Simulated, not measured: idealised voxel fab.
Process module heading - voxel gate over fins
FYI the section here is cut, 210 nm wide, cells are 5 nm squares.
Just so we're on the same page, the cross-sections are grids of square cells, and they're listed out in bands top to bottom, each band one or more rows deep.
It is stipulated that each band's entry specify, in nanometres, the height of the top of the band and then that of its bottom, followed by the materials of the band in left-to-right sequence, each together with its width in nanometres. A single material marked by the word "full width" is understood to fill the band from edge to edge; the word "blank" is understood to denote empty space.
Measure heights from 0. That's the level where, below it, the as-received wafer is all one material. The lowest band is bottomless and extends downward; write it as in "z 0 and below".
Top row gets the first number, bottom row gets the second, and each row in between changes by the same step: that is how a band width like "30 to 40" works.
It should be understood that the words "nothing altered", when stated for a given step, signify that the cross-section underwent no change in any of its cells during that step.
Empty spaces without an open route to the top, at least 8 cells in extent, make up the entry "Fully closed voids"; each is given as width x height at distance, where the distance is measured from the left edge, and all are in nm.
It should be noted that, on the line of a given step, the content following the step's settings is a remark produced by the simulator itself with respect to that step.
The "overlay nm" setting may appear on a step's line; for a step that uses a mask, it gives how far to the right of its planned position the mask lay, and a negative value indicates the left.

# The steps planned for the process are as follows
1) RECEIVE: material Si
2) CONFORMAL_DEP: material SiN, thk nm 10
3) DIRECTIONAL_DEP: material aC, thk nm 15
4) PATTERN: tone cover, mask id FINS, material resist, width nm 15, pitch nm 45, thk nm 35, overlay nm 0
5) DIRECTIONAL_ETCH: etch materials aC, depth nm 15
6) STRIP: etch materials resist
7) DIRECTIONAL_ETCH: etch materials SiN, depth nm 10
8) DIRECTIONAL_ETCH: etch materials Si, depth nm 35
9) STRIP: etch materials aC
10) FILL_DEP: material SiO2, thk nm 15
11) CMP: height nm 10
12) SELECTIVE_ETCH: etch materials SiO2, depth nm 25
13) STRIP: etch materials SiN
14) CONFORMAL_DEP: material HfO2, thk nm 5
15) CONFORMAL_DEP: material TiN, thk nm 5
16) CONFORMAL_DEP: material TiAl, thk nm 5
17) CONFORMAL_DEP: material TiN, thk nm 5
18) FILL_DEP: material W, thk nm 10
19) CMP: height nm 25
20) CONFORMAL_DEP: material SiCN, thk nm 5

# first wafer, as planned

# Wafer at receipt (post step 1), cross-section
    z 0 and below  Si full width
    Fully closed voids: none

# Cross-sectional representation of the wafer at the conclusion of step 2
    z 10 to 0  SiN full width
    Unchanged below 0.

# Cross-sectional representation of the wafer at the conclusion of step 3
    z 25 to 10  aC full width
    Unchanged below 10.

# Cross-sectional representation of the wafer at the conclusion of step 4
    z 60 to 25  blank: 50, resist: 15, blank: 30, resist: 15, blank: 30, resist: 15, blank: 55
    Unchanged below 25.

# Cross-sectional representation of the wafer at the conclusion of step 5
    z 45 to 25  blank: 50, resist: 15, blank: 30, resist: 15, blank: 30, resist: 15, blank: 55
    z 25 to 10  blank: 50, aC: 15, blank: 30, aC: 15, blank: 30, aC: 15, blank: 55
    Unchanged below 10.

# Cross-sectional representation of the wafer at the conclusion of step 6
    z 25 to 10  blank: 50, aC: 15, blank: 30, aC: 15, blank: 30, aC: 15, blank: 55
    Unchanged below 10.

# Cross-sectional representation of the wafer at the conclusion of step 7
    z 25 to 10  blank: 50, aC: 15, blank: 30, aC: 15, blank: 30, aC: 15, blank: 55
    z 10 to 0  blank: 50, SiN: 15, blank: 30, SiN: 15, blank: 30, SiN: 15, blank: 55
    Unchanged below 0.

# Cross-sectional representation of the wafer at the conclusion of step 8
    z 25 to 10  blank: 50, aC: 15, blank: 30, aC: 15, blank: 30, aC: 15, blank: 55
    z 10 to 0  blank: 50, SiN: 15, blank: 30, SiN: 15, blank: 30, SiN: 15, blank: 55
    z 0 to -35  blank: 50, Si: 15, blank: 30, Si: 15, blank: 30, Si: 15, blank: 55
    Unchanged below -35.

# Cross-sectional representation of the wafer at the conclusion of step 9
    z 10 to 0  blank: 50, SiN: 15, blank: 30, SiN: 15, blank: 30, SiN: 15, blank: 55
    Unchanged below 0.

# Cross-sectional representation of the wafer at the conclusion of step 10
    z 25 to 10  SiO2 full width
    z 10 to 0  SiO2: 50, SiN: 15, SiO2: 30, SiN: 15, SiO2: 30, SiN: 15, SiO2: 55
    z 0 to -35  SiO2: 50, Si: 15, SiO2: 30, Si: 15, SiO2: 30, Si: 15, SiO2: 55
    Unchanged below -35.

# Cross-sectional representation of the wafer at the conclusion of step 11
    z 10 to 0  SiO2: 50, SiN: 15, SiO2: 30, SiN: 15, SiO2: 30, SiN: 15, SiO2: 55
    Unchanged below 0.

# Cross-sectional representation of the wafer at the conclusion of step 12
    z 10 to 0  blank: 50, SiN: 15, blank: 30, SiN: 15, blank: 30, SiN: 15, blank: 55
    z 0 to -15  blank: 50, Si: 15, blank: 30, Si: 15, blank: 30, Si: 15, blank: 55
    Unchanged below -15.

# Cross-sectional representation of the wafer at the conclusion of step 13
    z 0 to -15  blank: 50, Si: 15, blank: 30, Si: 15, blank: 30, Si: 15, blank: 55
    Unchanged below -15.

# Cross-sectional representation of the wafer at the conclusion of step 14
    z 5 to 0  blank: 45, HfO2: 25, blank: 20, HfO2: 25, blank: 20, HfO2: 25, blank: 50
    z 0 to -10  blank: 45, HfO2: 5, Si: 15, HfO2: 5, blank: 20, HfO2: 5, Si: 15, HfO2: 5, blank: 20, HfO2: 5, Si: 15, HfO2: 5, blank: 50
    z -10 to -15  HfO2: 50, Si: 15, HfO2: 30, Si: 15, HfO2: 30, Si: 15, HfO2: 55
    Unchanged below -15.

# Cross-sectional representation of the wafer at the conclusion of step 15
    z 10 to 5  blank: 40, TiN: 35, blank: 10, TiN: 35, blank: 10, TiN: 35, blank: 45
    z 5 to 0  blank: 40, TiN: 5, HfO2: 25, TiN: 5, blank: 10, TiN: 5, HfO2: 25, TiN: 5, blank: 10, TiN: 5, HfO2: 25, TiN: 5, blank: 45
    z 0 to -5  blank: 40, TiN: 5, HfO2: 5, Si: 15, HfO2: 5, TiN: 5, blank: 10, TiN: 5, HfO2: 5, Si: 15, HfO2: 5, TiN: 5, blank: 10, TiN: 5, HfO2: 5, Si: 15, HfO2: 5, TiN: 5, blank: 45
    z -5 to -10  TiN: 45, HfO2: 5, Si: 15, HfO2: 5, TiN: 20, HfO2: 5, Si: 15, HfO2: 5, TiN: 20, HfO2: 5, Si: 15, HfO2: 5, TiN: 50
    Unchanged below -10.

# Cross-sectional representation of the wafer at the conclusion of step 16
    z 15 to 10  blank: 35, TiAl: 135, blank: 40
    z 10 to 5  blank: 35, TiAl: 5, TiN: 35, TiAl: 10, TiN: 35, TiAl: 10, TiN: 35, TiAl: 5, blank: 40
    z 5 to 0  blank: 35, TiAl: 5, TiN: 5, HfO2: 25, TiN: 5, TiAl: 10, TiN: 5, HfO2: 25, TiN: 5, TiAl: 10, TiN: 5, HfO2: 25, TiN: 5, TiAl: 5, blank: 40
    z 0 to -5  TiAl: 40, TiN: 5, HfO2: 5, Si: 15, HfO2: 5, TiN: 5, TiAl: 10, TiN: 5, HfO2: 5, Si: 15, HfO2: 5, TiN: 5, TiAl: 10, TiN: 5, HfO2: 5, Si: 15, HfO2: 5, TiN: 5, TiAl: 45
    Unchanged below -5.

# Cross-sectional representation of the wafer at the conclusion of step 17
    z 20 to 15  blank: 30, TiN: 145, blank: 35
    z 15 to 10  blank: 30, TiN: 5, TiAl: 135, TiN: 5, blank: 35
    z 10 to 5  blank: 30, TiN: 5, TiAl: 5, TiN: 35, TiAl: 10, TiN: 35, TiAl: 10, TiN: 35, TiAl: 5, TiN: 5, blank: 35
    z 5 to 0  TiN: 35, TiAl: 5, TiN: 5, HfO2: 25, TiN: 5, TiAl: 10, TiN: 5, HfO2: 25, TiN: 5, TiAl: 10, TiN: 5, HfO2: 25, TiN: 5, TiAl: 5, TiN: 40
    Unchanged below 0.

# Cross-sectional representation of the wafer at the conclusion of step 18
    z 30 to 20  W full width
    z 20 to 15  W: 30, TiN: 145, W: 35
    z 15 to 10  W: 30, TiN: 5, TiAl: 135, TiN: 5, W: 35
    z 10 to 5  W: 30, TiN: 5, TiAl: 5, TiN: 35, TiAl: 10, TiN: 35, TiAl: 10, TiN: 35, TiAl: 5, TiN: 5, W: 35
    Unchanged below 5.

# Cross-sectional representation of the wafer at the conclusion of step 19
    z 25 to 20  W full width
    Unchanged below 20.

# Cross-sectional representation of the wafer at the conclusion of step 20
    z 30 to 25  SiCN full width
    Unchanged below 25.

# Companion wafer, the second of two: same beginning, same intended sequence, one mistake in carrying it out; through step 3 inclusive it tracks the first exactly

# Second wafer, cut view, end of step 4 per plan
    z 60 to 25  resist: 50, blank: 15, resist: 30, blank: 15, resist: 30, blank: 15, resist: 55
    Unchanged below 25.

# Second wafer, cut view, end of step 5 per plan
    z 45 to 25  resist: 50, blank: 15, resist: 30, blank: 15, resist: 30, blank: 15, resist: 55
    z 25 to 10  aC: 50, blank: 15, aC: 30, blank: 15, aC: 30, blank: 15, aC: 55
    Unchanged below 10.

# Second wafer, cut view, end of step 6 per plan
    z 25 to 10  aC: 50, blank: 15, aC: 30, blank: 15, aC: 30, blank: 15, aC: 55
    Unchanged below 10.

# Second wafer, cut view, end of step 7 per plan
    z 25 to 10  aC: 50, blank: 15, aC: 30, blank: 15, aC: 30, blank: 15, aC: 55
    z 10 to 0  SiN: 50, blank: 15, SiN: 30, blank: 15, SiN: 30, blank: 15, SiN: 55
    Unchanged below 0.

# Second wafer, cut view, end of step 8 per plan
    z 25 to 10  aC: 50, blank: 15, aC: 30, blank: 15, aC: 30, blank: 15, aC: 55
    z 10 to 0  SiN: 50, blank: 15, SiN: 30, blank: 15, SiN: 30, blank: 15, SiN: 55
    z 0 to -35  Si: 50, blank: 15, Si: 30, blank: 15, Si: 30, blank: 15, Si: 55
    Unchanged below -35.

# Second wafer, cut view, end of step 9 per plan
    z 10 to 0  SiN: 50, blank: 15, SiN: 30, blank: 15, SiN: 30, blank: 15, SiN: 55
    Unchanged below 0.

# Second wafer, cut view, end of step 10 per plan
    z 25 to 10  SiO2 full width
    z 10 to 0  SiN: 50, SiO2: 15, SiN: 30, SiO2: 15, SiN: 30, SiO2: 15, SiN: 55
    z 0 to -35  Si: 50, SiO2: 15, Si: 30, SiO2: 15, Si: 30, SiO2: 15, Si: 55
    Unchanged below -35.

# Second wafer, cut view, end of step 11 per plan
    z 10 to 0  SiN: 50, SiO2: 15, SiN: 30, SiO2: 15, SiN: 30, SiO2: 15, SiN: 55
    Unchanged below 0.

# Second wafer, cut view, end of step 12 per plan
    z 10 to 0  SiN: 50, blank: 15, SiN: 30, blank: 15, SiN: 30, blank: 15, SiN: 55
    z 0 to -15  Si: 50, blank: 15, Si: 30, blank: 15, Si: 30, blank: 15, Si: 55
    Unchanged below -15.

# Second wafer, cut view, end of step 13 per plan
    z 0 to -15  Si: 50, blank: 15, Si: 30, blank: 15, Si: 30, blank: 15, Si: 55
    Unchanged below -15.

# Second wafer, cut view, end of step 14 per plan
    z 5 to 0  HfO2: 55, blank: 5, HfO2: 40, blank: 5, HfO2: 40, blank: 5, HfO2: 60
    z 0 to -10  Si: 50, HfO2: 5, blank: 5, HfO2: 5, Si: 30, HfO2: 5, blank: 5, HfO2: 5, Si: 30, HfO2: 5, blank: 5, HfO2: 5, Si: 55
    z -10 to -15  Si: 50, HfO2: 15, Si: 30, HfO2: 15, Si: 30, HfO2: 15, Si: 55
    Unchanged below -15.

# Second wafer, cut view, end of step 15 per plan
    z 10 to 5  TiN full width
    z 5 to 0  HfO2: 55, TiN: 5, HfO2: 40, TiN: 5, HfO2: 40, TiN: 5, HfO2: 60
    z 0 to -10  Si: 50, HfO2: 5, TiN: 5, HfO2: 5, Si: 30, HfO2: 5, TiN: 5, HfO2: 5, Si: 30, HfO2: 5, TiN: 5, HfO2: 5, Si: 55
    Unchanged below -10.

# Second wafer, cut view, end of step 16 per plan
    z 15 to 10  TiAl full width
    Unchanged below 10.

# Second wafer, cut view, end of step 17 per plan
    z 20 to 15  TiN full width
    Unchanged below 15.

# Second wafer, cut view, end of step 18 per plan
    z 30 to 20  W full width
    Unchanged below 20.

# Second wafer, cut view, end of step 19 per plan
    z 25 to 20  W full width
    Unchanged below 20.

# Second wafer, cut view, end of step 20 per plan
    z 30 to 25  SiCN full width
    Unchanged below 25.
Want to know what went wrong? note that step 4 departed from the planned setting and was carried out as PATTERN: tone open, mask id FINS, material resist, width nm 15, pitch nm 45, thk nm 35, overlay nm 0
at the end the second wafer has, in cells: Si: 168 more, SiO2: 96 fewer, TiAl: 18 fewer, TiN: 15 fewer, W: 39 fewer
